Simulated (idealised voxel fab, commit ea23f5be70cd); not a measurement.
process module | voxel plated lines
cross-section cut | 230 nm wide | cells 5 nm
A cross-section is a grid of square cells, given in bands from the top down. A band is one or more rows of cells.
Each band's line starts with the height of the band's top and of its bottom, in nm. Then come its materials from left to right, each with its width in nm. One material with "throughout" fills the band from edge to edge. "air" is empty space.
Height 0 is the level under which the wafer as received is all one material. The lowest band goes on downwards, as in "0 down".
A width such as "30 to 40" changes by the same amount from each row of cells to the next, from the band's top row to its bottom row.
"no change" after a step means that no cell of the cross-section changed.
closed voids: empty space of 8 cells or more with no open way to the top, each as width x height at its distance from the left edge, in nm
after a step's settings: what the simulator itself notes on the step
overlay nm, on a step with a mask: how far to the right of its planned place the mask lay; to the left if negative
plan
1 op RECEIVE | material Si
2 op CONFORMAL_DEP | material SiN | thk nm 15
3 op DIRECTIONAL_DEP | material TiN | thk nm 5
4 op PATTERN | tone open | mask id LINES | material resist | width nm 15 | pitch nm 35 | thk nm 20 | overlay nm 0
5 op EPI | material Ru | thk nm 5
6 op STRIP | etch materials resist
7 op DIRECTIONAL_ETCH | etch materials TiN | depth nm 5
8 op CONFORMAL_DEP | material SiN | thk nm 10
as received, after step 1
  0 down: Si throughout
  closed voids: none
a wafer at the end: this start, this plan, one mistake
  35 to 25: air 45 | SiN 145 | air 40
  25 to 20: SiN 55 | Ru 20 | SiN 15 | Ru 20 | SiN 15 | Ru 20 | SiN 15 | Ru 20 | SiN 50
  20 to 15: SiN 55 | TiN 20 | SiN 15 | TiN 20 | SiN 15 | TiN 20 | SiN 15 | TiN 20 | SiN 50
  15 to 0: SiN throughout
  0 down: Si throughout
  closed voids: none
what went wrong: step 4 ran as: op PATTERN | tone open | mask id LINES | material resist | width nm 20 | pitch nm 35 | thk nm 20 | overlay nm 0
